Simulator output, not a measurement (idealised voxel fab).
The following process module bears the name voxel capacitor over wiring.
Displayed cross-section: cut, width of 200 nm, square cells sized 5 nm.
For the purposes of this document, a cross-section shall be understood as a grid of square cells, specified as bands listed in top-to-bottom order, each band consisting of one or more rows of cells.
Read a band's entry like this: the first values are the height of its top and the height of its bottom in nm, and what follows is the sequence of materials from left to right, each with its width in nm. Note that "air" is empty space, and that a single material marked "throughout" reaches across the band from edge to edge.
Zero point of the height axis is 0; under it, received wafer = one material. Lowest band: continues down indefinitely, "0 nm and below".
With a width like "30..40", each row of cells in the band differs from the next by the same amount, the top row carrying the first number and the bottom row the second.
"identical to before", as given for a step, is the statement that not any cell of the cross-section underwent a change during that step.
So "Encapsulated voids" is basically the list of trapped voids: any empty space of 8 cells or more that can't reach the top through an opening. They're written width x height at distance, the distance being from the left edge, and it's all nm.
The remark found on a step's line after its settings is issued by the simulator itself and pertains to that step.
On any step carrying a mask, the "overlay nm" setting, if present on the step's line, tells how far right of its planned place the mask lay; negative values point to the left.
# List of planned process steps
1,RECEIVE: material Si
2,CONFORMAL_DEP: material SiO2, thk nm 15
3,CONFORMAL_DEP: material SiCN, thk nm 5
4,DIRECTIONAL_DEP: material lowk, thk nm 20
5,PATTERN: tone open, mask id METAL_1, material resist, width nm 20, pitch nm 70, thk nm 20, overlay nm 0
6,DIRECTIONAL_ETCH: etch materials lowk, depth nm 20
7,DIRECTIONAL_ETCH: etch materials SiCN, depth nm 5
8,STRIP: etch materials resist
9,CONFORMAL_DEP: material TiN, thk nm 5
10,FILL_DEP: material Cu, thk nm 10
11,CMP: height nm 40
12,CONFORMAL_DEP: material SiCN, thk nm 5
13,DIRECTIONAL_DEP: material lowk, thk nm 10
14,PATTERN: tone open, mask id PLUG_1, material resist, width nm 15, thk nm 15, overlay nm 0
15,DIRECTIONAL_ETCH: etch materials lowk, depth nm 10
16,DIRECTIONAL_ETCH: etch materials SiCN, depth nm 5
17,STRIP: etch materials resist
18,EPI: material Ru, thk nm 10
19,EPI: material Ru, thk nm 5
20,DIRECTIONAL_DEP: material TiN, thk nm 5
21,DIRECTIONAL_DEP: material SiN, thk nm 5
22,DIRECTIONAL_DEP: material TiN, thk nm 5
23,DIRECTIONAL_DEP: material aC, thk nm 10
24,PATTERN: tone cover, mask id UPPER_PLATE, material resist, width nm 55, thk nm 30, overlay nm 0
25,DIRECTIONAL_ETCH: etch materials aC, depth nm 10
26,STRIP: etch materials resist
27,DIRECTIONAL_ETCH: etch materials TiN, depth nm 5
28,DIRECTIONAL_ETCH: etch materials SiN, depth nm 5
29,STRIP: etch materials aC
30,MASKED_ETCH: tone cover, mask id LOWER_PLATE, width nm 65, etch materials TiN, depth nm 5, overlay nm 0
31,FILL_DEP: material SiO2, thk nm 15
32,CMP: height nm 80
33,PATTERN: tone open, mask id PLUG_2, material resist, width nm 15, thk nm 20, overlay nm 0
34,DIRECTIONAL_ETCH: etch materials SiO2, depth nm 10
35,STRIP: etch materials resist
36,CONFORMAL_DEP: material TiN, thk nm 5
37,FILL_DEP: material Cu, thk nm 10
38,CMP: height nm 80
39,CONFORMAL_DEP: material SiN, thk nm 5
# Cross-section of the wafer as it came to us, i.e., already through step 1
0 nm and below  Si throughout
Encapsulated voids: none
# First of two wafers: cross-section at end of module, run per plan
85 nm to 80 nm  SiN throughout
80 nm to 75 nm  70 SiO2 | 5 TiN | 5 Cu | 5 TiN | 115 SiO2
75 nm to 65 nm  70..60 SiO2 | 15..55 TiN | 115..85 SiO2
65 nm to 60 nm  60 SiO2 | 55 SiN | 85 SiO2
60 nm to 55 nm  55 SiO2 | 65 TiN | 80 SiO2
55 nm to 45 nm  60 lowk | 15 Ru | 125 lowk
45 nm to 40 nm  60 SiCN | 15 Ru | 125 SiCN
40 nm to 20 nm  55 lowk | 5 TiN | 10 Cu | 5 TiN | 50 lowk | 5 TiN | 10 Cu | 5 TiN | 55 lowk
20 nm to 15 nm  55 SiCN | 20 TiN | 50 SiCN | 20 TiN | 55 SiCN
15 nm to 0 nm  SiO2 throughout
0 nm and below  Si throughout
Encapsulated voids: none
# Cross-section, second wafer: same start as the first, same plan as the first, one mistake in running it; taken at the end of the module
85 nm to 80 nm  SiN throughout
80 nm to 75 nm  60 SiO2 | 25 TiN | 115 SiO2
75 nm to 70 nm  60 SiO2 | 25 SiN | 115 SiO2
70 nm to 65 nm  55 SiO2 | 60 TiN | 85 SiO2
65 nm to 60 nm  50 SiO2 | 35 Ru | 30 SiN | 85 SiO2
60 nm to 55 nm  50 SiO2 | 35 Ru | 35 TiN | 80 SiO2
55 nm to 45 nm  60 lowk | 15 Ru | 125 lowk
45 nm to 40 nm  60 SiCN | 15 Ru | 125 SiCN
40 nm to 20 nm  55 lowk | 5 TiN | 10 Cu | 5 TiN | 50 lowk | 5 TiN | 10 Cu | 5 TiN | 55 lowk
20 nm to 15 nm  55 SiCN | 20 TiN | 50 SiCN | 20 TiN | 55 SiCN
15 nm to 0 nm  SiO2 throughout
0 nm and below  Si throughout
Encapsulated voids: none
Here's what went sideways: execution of plan step 18 occurred twice
Bottom line after processing is that, in cells, the second wafer is up or down on some materials versus the first: Cu -1; Ru +14; SiO2 -8; TiN -5
